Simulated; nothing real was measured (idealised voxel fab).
process module | voxel plated lines
Displayed cross-section: cut, width of 240 nm, square cells sized 5 nm.
Cross-section = grid of square cells, listed top down in bands; band = one or more rows. Band: top height; bottom height; in nm. Then, left to right: material with width in nm, for each material. "all across": a single material spanning edge to edge. "empty": empty space. Heights are reckoned from 0. Under this level, the received wafer is all of one material. The bottommost band is open-ended downward, for example "z 0 and below". Read "30 to 40" as a graded width: first number on top, second number at the bottom, same change between each pair of neighbouring rows. What does "nothing got changed" mean for a step? It means no cell of the cross-section changed in that step. Heads up: "Tabulated closed voids" only lists the empty pockets with no open path to the top that are 8 cells or more, and it writes them as width x height at distance, distance from the left edge, in nm. On a step's line, text after the settings is the simulator commenting on that step. Regarding "overlay nm": on a step with a mask, it is the distance the mask lay to the right of its planned place; a negative value places it to the left.
**Process steps (planned)**
1,RECEIVE, material Si
2,CONFORMAL_DEP, material SiO2, thk nm 5
3,DIRECTIONAL_DEP, material TiN, thk nm 5
4,PATTERN, tone open, mask id LINES, material resist, width nm 25, pitch nm 50, thk nm 25, overlay nm 0
5,EPI, material Ru, thk nm 5
6,EPI, material Ru, thk nm 10
7,STRIP, etch materials resist
8,DIRECTIONAL_ETCH, etch materials TiN, depth nm 5
9,CONFORMAL_DEP, material SiCN, thk nm 5
**As-received state of the wafer in cross-section, equivalent to post-step 1**
  z 0 and below  Si all across
  Tabulated closed voids: none
**The first of two wafers, cross-sectioned at the end of the module, with the run proceeding as planned**
  z 30 to 25  50 nm empty | 35 nm SiCN | 15 nm empty | 35 nm SiCN | 15 nm empty | 35 nm SiCN | 55 nm empty
  z 25 to 10  50 nm empty | 5 nm SiCN | 25 nm Ru | 5 nm SiCN | 15 nm empty | 5 nm SiCN | 25 nm Ru | 5 nm SiCN | 15 nm empty | 5 nm SiCN | 25 nm Ru | 5 nm SiCN | 55 nm empty
  z 10 to 5  55 nm SiCN | 25 nm TiN | 25 nm SiCN | 25 nm TiN | 25 nm SiCN | 25 nm TiN | 60 nm SiCN
  z 5 to 0  SiO2 all across
  z 0 and below  Si all across
  Tabulated closed voids: none
**So this is wafer number two of the two, cut at the end of the module - it started where the first did and had the same plan, we just got one thing wrong running it**
  z 40 to 35  50 nm empty | 35 nm SiCN | 15 nm empty | 35 nm SiCN | 15 nm empty | 35 nm SiCN | 55 nm empty
  z 35 to 20  50 nm empty | 5 nm SiCN | 25 nm Ru | 5 nm SiCN | 15 nm empty | 5 nm SiCN | 25 nm Ru | 5 nm SiCN | 15 nm empty | 5 nm SiCN | 25 nm Ru | 5 nm SiCN | 55 nm empty
  z 20 to 15  55 nm SiCN | 25 nm TiN | 25 nm SiCN | 25 nm TiN | 25 nm SiCN | 25 nm TiN | 60 nm SiCN
  z 15 to 0  SiO2 all across
  z 0 and below  Si all across
  Tabulated closed voids: none
Where did the run depart from the plan? step 2 was run on a setting that differed from the plan, and what really ran there is CONFORMAL_DEP, material SiO2, thk nm 15
Once processing is complete, comparing cell counts shows that the second wafer has more or fewer of certain materials than the first: +96 SiO2
